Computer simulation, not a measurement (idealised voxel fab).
process module | voxel transistor to metal
cross-section cut | 210 nm wide | cells 5 nm
A cross-section is a grid of square cells, given in bands from the top down. A band is one or more rows of cells.
Each band's line starts with the height of the band's top and of its bottom, in nm. Then come its materials from left to right, each with its width in nm. One material with "throughout" fills the band from edge to edge. "air" is empty space.
Height 0 is the level under which the wafer as received is all one material. The lowest band goes on downwards, as in "0 down".
A width such as "30 to 40" changes by the same amount from each row of cells to the next, from the band's top row to its bottom row.
"no change" after a step means that no cell of the cross-section changed.
closed voids: empty space of 8 cells or more with no open way to the top, each as width x height at its distance from the left edge, in nm
after a step's settings: what the simulator itself notes on the step
overlay nm, on a step with a mask: how far to the right of its planned place the mask lay; to the left if negative
plan
1 op RECEIVE | material Si
2 op CONFORMAL_DEP | material SiO2 | thk nm 5
3 op CONFORMAL_DEP | material SiN | thk nm 10
4 op DIRECTIONAL_DEP | material aC | thk nm 10
5 op PATTERN | tone cover | mask id ACTIVE | material resist | width nm 105 | thk nm 25 | overlay nm 0
6 op DIRECTIONAL_ETCH | etch materials aC | depth nm 10
7 op STRIP | etch materials resist
8 op DIRECTIONAL_ETCH | etch materials SiN | depth nm 10
9 op DIRECTIONAL_ETCH | etch materials SiO2 | depth nm 5
10 op DIRECTIONAL_ETCH | etch materials Si | depth nm 30
11 op STRIP | etch materials aC
12 op FILL_DEP | material SiO2 | thk nm 15
13 op CMP | height nm 15
14 op SELECTIVE_ETCH | etch materials SiO2 | depth nm 5
15 op STRIP | etch materials SiN
16 op SELECTIVE_ETCH | etch materials SiO2 | depth nm 5
17 op OXIDIZE | depth nm 5
18 op DIRECTIONAL_DEP | material polySi | thk nm 20
19 op DIRECTIONAL_DEP | material SiCN | thk nm 10
20 op DIRECTIONAL_DEP | material aC | thk nm 10
21 op PATTERN | tone cover | mask id GATE | material resist | width nm 15 | thk nm 30 | overlay nm 0
22 op DIRECTIONAL_ETCH | etch materials aC | depth nm 10
23 op STRIP | etch materials resist
24 op DIRECTIONAL_ETCH | etch materials SiCN | depth nm 20
25 op DIRECTIONAL_ETCH | etch materials polySi | depth nm 30
26 op STRIP | etch materials aC
27 op CONFORMAL_DEP | material SiN | thk nm 5
28 op DIRECTIONAL_ETCH | etch materials SiN | depth nm 5
29 op DIRECTIONAL_ETCH | etch materials SiO2 | depth nm 5
30 op EPI | material pSi | thk nm 5
31 op FILL_DEP | material SiO2 | thk nm 10
32 op CMP | height nm 30
33 op DIRECTIONAL_DEP | material SiO2 | thk nm 15
34 op PATTERN | tone open | mask id CONTACT | material resist | width nm 30 | pitch nm 55 | thk nm 20 | overlay nm 0
35 op DIRECTIONAL_ETCH | etch materials SiO2 | depth nm 45
36 op STRIP | etch materials resist
37 op CONFORMAL_DEP | material TiN | thk nm 5
38 op FILL_DEP | material W | thk nm 5
39 op CMP | height nm 45
40 op DIRECTIONAL_DEP | material TiN | thk nm 5
41 op DIRECTIONAL_DEP | material W | thk nm 25
42 op DIRECTIONAL_DEP | material aC | thk nm 15
43 op PATTERN | tone cover | mask id METAL_1 | material resist | width nm 15 | pitch nm 70 | thk nm 35 | overlay nm 0
44 op DIRECTIONAL_ETCH | etch materials aC | depth nm 15
45 op STRIP | etch materials resist
46 op DIRECTIONAL_ETCH | etch materials W | depth nm 25
47 op DIRECTIONAL_ETCH | etch materials TiN | depth nm 5
48 op STRIP | etch materials aC
49 op FILL_DEP | material SiO2 | thk nm 10
50 op CMP | height nm 75
51 op CONFORMAL_DEP | material SiN | thk nm 5
as received, after step 1
  0 down: Si throughout
  closed voids: none
a wafer at the end: this start, this plan, one mistake
  80 to 75: SiN throughout
  75 to 50: SiO2 60 | W 15 | SiO2 55 | W 15 | SiO2 65
  50 to 45: SiO2 60 | TiN 15 | SiO2 55 | TiN 15 | SiO2 65
  45 to 30: SiO2 60 | TiN 5 | W 20 | TiN 5 | SiO2 25 | TiN 5 | W 20 | TiN 5 | SiO2 65
  30 to 20: SiO2 60 | TiN 5 | W 20 | TiN 5 | SiN 5 | SiCN 15 | SiN 5 | TiN 5 | W 20 | TiN 5 | SiO2 65
  20 to 5: SiO2 60 | TiN 5 | W 20 | TiN 5 | SiN 5 | polySi 15 | SiN 5 | TiN 5 | W 20 | TiN 5 | SiO2 65
  5 to 0: SiO2 40 | SiN 5 | SiO2 15 | TiN 30 | SiN 5 | polySi 15 | SiN 5 | TiN 30 | SiO2 15 | SiN 5 | SiO2 45
  0 to -5: SiO2 40 | SiN 10 | pSi 40 | SiO2 25 | pSi 40 | SiN 10 | SiO2 45
  -5 to -10: SiO2 55 | Si 95 | SiO2 60
  -10 to -30: SiO2 50 | Si 105 | SiO2 55
  -30 down: Si throughout
  closed voids: none
what went wrong: steps 14 and 15 were swapped
